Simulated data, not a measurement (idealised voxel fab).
process module | voxel self aligned vias
cross-section cut | 220 nm wide | cells 5 nm
A cross-section is a grid of square cells, given in bands from the top down. A band is one or more rows of cells.
Each band's line starts with the height of the band's top and of its bottom, in nm. Then come its materials from left to right, each with its width in nm. One material with "throughout" fills the band from edge to edge. "air" is empty space.
Height 0 is the level under which the wafer as received is all one material. The lowest band goes on downwards, as in "0 down".
A width such as "30 to 40" changes by the same amount from each row of cells to the next, from the band's top row to its bottom row.
"no change" after a step means that no cell of the cross-section changed.
closed voids: empty space of 8 cells or more with no open way to the top, each as width x height at its distance from the left edge, in nm
after a step's settings: what the simulator itself notes on the step
overlay nm, on a step with a mask: how far to the right of its planned place the mask lay; to the left if negative
plan
1 op RECEIVE | material Si
2 op CONFORMAL_DEP | material SiO2 | thk nm 15
3 op CONFORMAL_DEP | material SiCN | thk nm 5
4 op DIRECTIONAL_DEP | material lowk | thk nm 30
5 op DIRECTIONAL_DEP | material aC | thk nm 15
6 op PATTERN | tone open | mask id LINES | material resist | width nm 20 | pitch nm 65 | thk nm 35 | overlay nm 0
7 op DIRECTIONAL_ETCH | etch materials aC | depth nm 15
8 op STRIP | etch materials resist
9 op DIRECTIONAL_ETCH | etch materials lowk | depth nm 30
10 op STRIP | etch materials aC
11 op CONFORMAL_DEP | material TiN | thk nm 5
12 op FILL_DEP | material W | thk nm 5
13 op CMP | height nm 50
14 op SELECTIVE_ETCH | etch materials W Ru TiN | depth nm 5
15 op FILL_DEP | material SiN | thk nm 5
16 op CMP | height nm 50
17 op DIRECTIONAL_DEP | material lowk | thk nm 15
18 op MASKED_ETCH | tone open | mask id VIAS | width nm 40 | pitch nm 65 | etch materials lowk | depth nm 15 | overlay nm 0
19 op MASKED_ETCH | tone open | mask id VIAS | width nm 40 | pitch nm 65 | etch materials SiN | depth nm 5 | overlay nm 0
20 op CONFORMAL_DEP | material TiN | thk nm 5
21 op FILL_DEP | material Cu | thk nm 5
22 op CMP | height nm 65
23 op CONFORMAL_DEP | material SiN | thk nm 5
as received, after step 1
  0 down: Si throughout
  closed voids: none
first wafer at the end, as planned
  70 to 65: SiN throughout
  65 to 55: lowk 55 | TiN 5 | Cu 30 | TiN 5 | lowk 25 | TiN 5 | Cu 30 | TiN 5 | lowk 60
  55 to 50: lowk 55 | TiN 15 | Cu 10 | TiN 15 | lowk 25 | TiN 15 | Cu 10 | TiN 15 | lowk 60
  50 to 45: lowk 65 | TiN 20 | lowk 45 | TiN 20 | lowk 70
  45 to 25: lowk 65 | TiN 5 | W 10 | TiN 5 | lowk 45 | TiN 5 | W 10 | TiN 5 | lowk 70
  25 to 20: lowk 65 | TiN 20 | lowk 45 | TiN 20 | lowk 70
  20 to 15: SiCN throughout
  15 to 0: SiO2 throughout
  0 down: Si throughout
  closed voids: none
second wafer at the end: like start, like plan, one mistake
  70 to 65: SiN throughout
  65 to 50: lowk 55 | TiN 5 | Cu 30 | TiN 5 | lowk 25 | TiN 5 | Cu 30 | TiN 5 | lowk 60
  50 to 45: SiN 55 | TiN 40 | SiN 25 | TiN 40 | SiN 60
  45 to 20: W throughout
  20 to 15: SiCN throughout
  15 to 0: SiO2 throughout
  0 down: Si throughout
  closed voids: none
what went wrong: step 4 ran as: op DIRECTIONAL_DEP | material W | thk nm 30
at the end the second wafer has, in cells: 8 more of Cu | 28 more of SiN | 24 fewer of TiN | 204 more of W | 216 fewer of lowk
